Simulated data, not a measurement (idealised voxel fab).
process module | voxel ribs on slabs
cross-section cut | 175 nm wide | cells 5 nm
A cross-section is a grid of square cells, given in bands from the top down. A band is one or more rows of cells.
Each band's line starts with the height of the band's top and of its bottom, in nm. Then come its materials from left to right, each with its width in nm. One material with "throughout" fills the band from edge to edge. "air" is empty space.
Height 0 is the level under which the wafer as received is all one material. The lowest band goes on downwards, as in "0 down".
A width such as "30 to 40" changes by the same amount from each row of cells to the next, from the band's top row to its bottom row.
"no change" after a step means that no cell of the cross-section changed.
closed voids: empty space of 8 cells or more with no open way to the top, each as width x height at its distance from the left edge, in nm
after a step's settings: what the simulator itself notes on the step
overlay nm, on a step with a mask: how far to the right of its planned place the mask lay; to the left if negative
plan
1 op RECEIVE | material Si
2 op DIRECTIONAL_DEP | material SiO2 | thk nm 30
3 op DIRECTIONAL_DEP | material SiN | thk nm 20
4 op PATTERN | tone cover | mask id RIB | material resist | width nm 25 | thk nm 20 | overlay nm 0
5 op DIRECTIONAL_ETCH | etch materials SiN | depth nm 10
6 op STRIP | etch materials resist
7 op PATTERN | tone cover | mask id SLAB | material resist | width nm 65 | thk nm 15 | overlay nm 0
8 op DIRECTIONAL_ETCH | etch materials SiN | depth nm 10
9 op STRIP | etch materials resist
10 op FILL_DEP | material SiO2 | thk nm 20
11 op CMP | height nm 65
12 op DIRECTIONAL_DEP | material W | thk nm 10
13 op MASKED_ETCH | tone cover | mask id HEATER | width nm 35 | etch materials W | depth nm 10 | overlay nm 0
14 op CONFORMAL_DEP | material SiN | thk nm 5
as received, after step 1
  0 down: Si throughout
  closed voids: none
first wafer at the end, as planned
  80 to 75: air 65 | SiN 45 | air 65
  75 to 70: air 65 | SiN 5 | W 35 | SiN 5 | air 65
  70 to 65: SiN 70 | W 35 | SiN 70
  65 to 50: SiO2 throughout
  50 to 40: SiO2 75 | SiN 25 | SiO2 75
  40 to 30: SiO2 55 | SiN 65 | SiO2 55
  30 to 0: SiO2 throughout
  0 down: Si throughout
  closed voids: none
second wafer at the end: like start, like plan, one mistake
  80 to 75: air 65 | SiN 45 | air 65
  75 to 70: air 65 | SiN 5 | W 35 | SiN 5 | air 65
  70 to 65: SiN 70 | W 35 | SiN 70
  65 to 60: SiO2 75 | SiN 25 | SiO2 75
  60 to 50: SiO2 55 | SiN 65 | SiO2 55
  50 to 30: SiN throughout
  30 to 0: SiO2 throughout
  0 down: Si throughout
  closed voids: none
what went wrong: step 3 was run twice
at the end the second wafer has, in cells: 135 more of SiN | 135 fewer of SiO2
